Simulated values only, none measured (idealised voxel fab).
The following process module bears the name voxel self aligned vias.
cross-section cut | 230 nm wide | cells 5 nm
Bands, listed from the top down, are how a cross-section gets written in this document; the cross-section itself is a grid of square cells, and a band is one or more rows of them.
A band entry consists of two parts. The first gives the height of the band's top and the height of its bottom, in nm. The rest lists the band's materials from left to right, each with its width in nm. A single material labelled with the word "everywhere" fills the band from edge to edge, and the word "blank" marks empty space.
Heights from 0 (as-received wafer is one material below). Bottom band endless downward, as "top 0, no bottom".
Width spec "30..40" -> top row of cells at first value, bottom row at second value, equal per-row change in between.
Where a step carries "all unchanged", the cross-section came out of it unchanged, cell for cell.
"Trapped cavities" specifies each empty space that is not open to the top and that occupies no fewer than 8 cells, using the form width x height at distance, the distance measured from the left edge and all three quantities in nm.
Post-settings text on a step line: simulator's own remark regarding the step.
What "overlay nm" on a step's line means: if the step has a mask, that mask lay this far to the right of its planned place, or, when the value is negative, to the left.

# Intended process steps
| 1 | op RECEIVE | material Si |
| 2 | op CONFORMAL_DEP | material SiO2 | thk nm 10 |
| 3 | op CONFORMAL_DEP | material SiCN | thk nm 5 |
| 4 | op DIRECTIONAL_DEP | material SiO2 | thk nm 30 |
| 5 | op DIRECTIONAL_DEP | material aC | thk nm 10 |
| 6 | op PATTERN | tone open | mask id LINES | material resist | width nm 30 | pitch nm 55 | thk nm 30 | overlay nm 0 |
| 7 | op DIRECTIONAL_ETCH | etch materials aC | depth nm 10 |
| 8 | op STRIP | etch materials resist |
| 9 | op DIRECTIONAL_ETCH | etch materials SiO2 | depth nm 30 |
| 10 | op STRIP | etch materials aC |
| 11 | op CONFORMAL_DEP | material TiN | thk nm 5 |
| 12 | op FILL_DEP | material Ru | thk nm 5 |
| 13 | op CMP | height nm 45 |
| 14 | op SELECTIVE_ETCH | etch materials W Ru TiN | depth nm 10 |
| 15 | op FILL_DEP | material SiN | thk nm 10 |
| 16 | op CMP | height nm 45 |
| 17 | op DIRECTIONAL_DEP | material SiO2 | thk nm 15 |
| 18 | op DIRECTIONAL_DEP | material aC | thk nm 10 |
| 19 | op PATTERN | tone open | mask id VIAS | material resist | width nm 40 | thk nm 30 | overlay nm 0 |
| 20 | op DIRECTIONAL_ETCH | etch materials aC | depth nm 10 |
| 21 | op STRIP | etch materials resist |
| 22 | op DIRECTIONAL_ETCH | etch materials SiO2 | depth nm 15 |
| 23 | op DIRECTIONAL_ETCH | etch materials SiN | depth nm 10 |
| 24 | op STRIP | etch materials aC |
| 25 | op CONFORMAL_DEP | material TiN | thk nm 5 |
| 26 | op FILL_DEP | material Cu | thk nm 5 |
| 27 | op CMP | height nm 60 |
| 28 | op CONFORMAL_DEP | material SiN | thk nm 5 |

# As-received wafer cross-section (after step 1)
> top 0, no bottom = Si everywhere
> Trapped cavities: none

# The first of two wafers, cross-sectioned at the end of the module, with the run proceeding as planned
> top 65, bottom 60 = SiN everywhere
> top 60, bottom 50 = 65 of SiO2 | 5 of TiN | 30 of Cu | 5 of TiN | 125 of SiO2
> top 50, bottom 45 = 65 of SiO2 | 10 of TiN | 20 of Cu | 10 of TiN | 125 of SiO2
> top 45, bottom 40 = 70 of SiO2 | 5 of TiN | 20 of Cu | 5 of TiN | 25 of SiO2 | 30 of SiN | 75 of SiO2
> top 40, bottom 35 = 70 of SiO2 | 30 of TiN | 25 of SiO2 | 30 of SiN | 75 of SiO2
> top 35, bottom 20 = 70 of SiO2 | 5 of TiN | 20 of Ru | 5 of TiN | 25 of SiO2 | 5 of TiN | 20 of Ru | 5 of TiN | 75 of SiO2
> top 20, bottom 15 = 70 of SiO2 | 30 of TiN | 25 of SiO2 | 30 of TiN | 75 of SiO2
> top 15, bottom 10 = SiCN everywhere
> top 10, bottom 0 = SiO2 everywhere
> top 0, no bottom = Si everywhere
> Trapped cavities: none

# Cross-section at end of module for the second wafer of two, which matched the first in starting point and plan and differed by one mistake in its processing
> top 65, bottom 60 = SiN everywhere
> top 60, bottom 45 = 65 of SiO2 | 5 of TiN | 30 of Cu | 5 of TiN | 125 of SiO2
> top 45, bottom 40 = 65 of SiO2 | 5 of TiN | 30 of Cu | 5 of TiN | 20 of SiO2 | 30 of SiN | 75 of SiO2
> top 40, bottom 35 = 65 of SiO2 | 40 of TiN | 20 of SiO2 | 30 of SiN | 75 of SiO2
> top 35, bottom 30 = 65 of SiO2 | 10 of TiN | 20 of Ru | 10 of TiN | 20 of SiO2 | 5 of TiN | 20 of Ru | 5 of TiN | 75 of SiO2
> top 30, bottom 20 = 70 of SiO2 | 5 of TiN | 20 of Ru | 5 of TiN | 25 of SiO2 | 5 of TiN | 20 of Ru | 5 of TiN | 75 of SiO2
> top 20, bottom 15 = 70 of SiO2 | 30 of TiN | 25 of SiO2 | 30 of TiN | 75 of SiO2
> top 15, bottom 10 = SiCN everywhere
> top 10, bottom 0 = SiO2 everywhere
> top 0, no bottom = Si everywhere
> Trapped cavities: none
Deviation noted in wafer processing: plan step 22 ran twice
Counted in cells at the end, the second wafer holds more or fewer of these materials than the first: 4 more of Cu; 6 fewer of SiO2; 2 more of TiN
